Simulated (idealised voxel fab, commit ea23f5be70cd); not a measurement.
process module | voxel ribs on slabs
cross-section cut | 245 nm wide | cells 5 nm
A cross-section is a grid of square cells, given in bands from the top down. A band is one or more rows of cells.
Each band's line starts with the height of the band's top and of its bottom, in nm. Then come its materials from left to right, each with its width in nm. One material with "throughout" fills the band from edge to edge. "air" is empty space.
Height 0 is the level under which the wafer as received is all one material. The lowest band goes on downwards, as in "0 down".
A width such as "30 to 40" changes by the same amount from each row of cells to the next, from the band's top row to its bottom row.
"no change" after a step means that no cell of the cross-section changed.
closed voids: empty space of 8 cells or more with no open way to the top, each as width x height at its distance from the left edge, in nm
after a step's settings: what the simulator itself notes on the step
overlay nm, on a step with a mask: how far to the right of its planned place the mask lay; to the left if negative
plan
1 op RECEIVE | material Si
2 op DIRECTIONAL_DEP | material SiO2 | thk nm 30
3 op DIRECTIONAL_DEP | material polySi | thk nm 25
4 op MASKED_ETCH | tone cover | mask id RIB | width nm 30 | etch materials polySi | depth nm 10 | overlay nm 0
5 op MASKED_ETCH | tone cover | mask id SLAB | width nm 70 | etch materials polySi | depth nm 15 | overlay nm 0
6 op FILL_DEP | material SiO2 | thk nm 20
7 op CMP | height nm 70
8 op DIRECTIONAL_DEP | material TiN | thk nm 5
9 op DIRECTIONAL_DEP | material aC | thk nm 15
10 op PATTERN | tone cover | mask id HEATER | material resist | width nm 40 | thk nm 30 | overlay nm 0
11 op DIRECTIONAL_ETCH | etch materials aC | depth nm 15
12 op STRIP | etch materials resist
13 op DIRECTIONAL_ETCH | etch materials TiN | depth nm 5
14 op STRIP | etch materials aC
15 op CONFORMAL_DEP | material SiO2 | thk nm 10
as received, after step 1
  0 down: Si throughout
  closed voids: none
first wafer at the end, as planned
  85 to 80: air 90 | SiO2 60 | air 95
  80 to 75: SiO2 throughout
  75 to 70: SiO2 100 | TiN 40 | SiO2 105
  70 to 55: SiO2 throughout
  55 to 45: SiO2 105 | polySi 30 | SiO2 110
  45 to 30: SiO2 85 | polySi 70 | SiO2 90
  30 to 0: SiO2 throughout
  0 down: Si throughout
  closed voids: none
second wafer at the end: like start, like plan, one mistake
  85 to 80: air 90 | SiO2 60 | air 95
  80 to 75: SiO2 throughout
  75 to 70: SiO2 100 | TiN 40 | SiO2 105
  70 to 55: SiO2 throughout
  55 to 45: SiO2 105 | polySi 30 | SiO2 110
  45 to 30: SiO2 85 | polySi 70 | SiO2 90
  30 to 0: aC throughout
  0 down: Si throughout
  closed voids: none
what went wrong: step 2 ran as: op DIRECTIONAL_DEP | material aC | thk nm 30
at the end the second wafer has, in cells: 294 fewer of SiO2 | 294 more of aC
